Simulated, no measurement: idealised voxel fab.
process module | voxel tone inversion
cross-section cut | 225 nm wide | cells 5 nm
A cross-section is a grid of square cells, given in bands from the top down. A band is one or more rows of cells.
Each band's line starts with the height of the band's top and of its bottom, in nm. Then come its materials from left to right, each with its width in nm. One material with "throughout" fills the band from edge to edge. "air" is empty space.
Height 0 is the level under which the wafer as received is all one material. The lowest band goes on downwards, as in "0 down".
A width such as "30 to 40" changes by the same amount from each row of cells to the next, from the band's top row to its bottom row.
"no change" after a step means that no cell of the cross-section changed.
closed voids: empty space of 8 cells or more with no open way to the top, each as width x height at its distance from the left edge, in nm
after a step's settings: what the simulator itself notes on the step
overlay nm, on a step with a mask: how far to the right of its planned place the mask lay; to the left if negative
plan
1 op RECEIVE | material Si
2 op CONFORMAL_DEP | material SiCN | thk nm 5
3 op DIRECTIONAL_DEP | material polySi | thk nm 15
4 op PATTERN | tone cover | mask id POSTS | material resist | width nm 25 | pitch nm 50 | thk nm 20 | overlay nm 0
5 op DIRECTIONAL_ETCH | etch materials polySi | depth nm 15
6 op STRIP | etch materials resist
7 op FILL_DEP | material lowk | thk nm 10
8 op CMP | height nm 20
9 op STRIP | etch materials polySi
as received, after step 1
  0 down: Si throughout
  closed voids: none
a wafer at the end: this start, this plan, one mistake
  20 to 5: lowk 35 | air 25 | lowk 25 | air 25 | lowk 25 | air 25 | lowk 25 | air 25 | lowk 15
  5 to 0: SiCN throughout
  0 down: Si throughout
  closed voids: none
what went wrong: step 4 ran as: op PATTERN | tone cover | mask id POSTS | material resist | width nm 25 | pitch nm 50 | thk nm 20 | overlay nm 10
